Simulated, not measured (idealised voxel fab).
process module | voxel spacer lines
cross-section cut | 180 nm wide | cells 5 nm
A cross-section is a grid of square cells, given in bands from the top down. A band is one or more rows of cells.
Each band's line starts with the height of the band's top and of its bottom, in nm. Then come its materials from left to right, each with its width in nm. One material with "throughout" fills the band from edge to edge. "air" is empty space.
Height 0 is the level under which the wafer as received is all one material. The lowest band goes on downwards, as in "0 down".
A width such as "30 to 40" changes by the same amount from each row of cells to the next, from the band's top row to its bottom row.
"no change" after a step means that no cell of the cross-section changed.
closed voids: empty space of 8 cells or more with no open way to the top, each as width x height at its distance from the left edge, in nm
after a step's settings: what the simulator itself notes on the step
overlay nm, on a step with a mask: how far to the right of its planned place the mask lay; to the left if negative
plan
1 op RECEIVE | material Si
2 op CONFORMAL_DEP | material Al2O3 | thk nm 5
3 op DIRECTIONAL_DEP | material polySi | thk nm 15
4 op DIRECTIONAL_DEP | material aC | thk nm 20
5 op PATTERN | tone cover | mask id MANDREL | material resist | width nm 20 | pitch nm 60 | thk nm 25 | overlay nm 0
6 op DIRECTIONAL_ETCH | etch materials aC | depth nm 20
7 op STRIP | etch materials resist
8 op CONFORMAL_DEP | material SiO2 | thk nm 10
9 op DIRECTIONAL_ETCH | etch materials SiO2 | depth nm 10
10 op STRIP | etch materials aC
11 op DIRECTIONAL_ETCH | etch materials polySi | depth nm 15
12 op STRIP | etch materials SiO2
as received, after step 1
  0 down: Si throughout
  closed voids: none
first wafer at the end, as planned
  20 to 5: air 40 | polySi 10 | air 20 | polySi 10 | air 20 | polySi 10 | air 20 | polySi 10 | air 40
  5 to 0: Al2O3 throughout
  0 down: Si throughout
  closed voids: none
second wafer at the end: like start, like plan, one mistake
  35 to 20: air 40 | polySi 10 | air 20 | polySi 10 | air 20 | polySi 10 | air 20 | polySi 10 | air 40
  20 to 5: polySi throughout
  5 to 0: Al2O3 throughout
  0 down: Si throughout
  closed voids: none
what went wrong: step 3 was run twice
at the end the second wafer has, in cells: 108 more of polySi
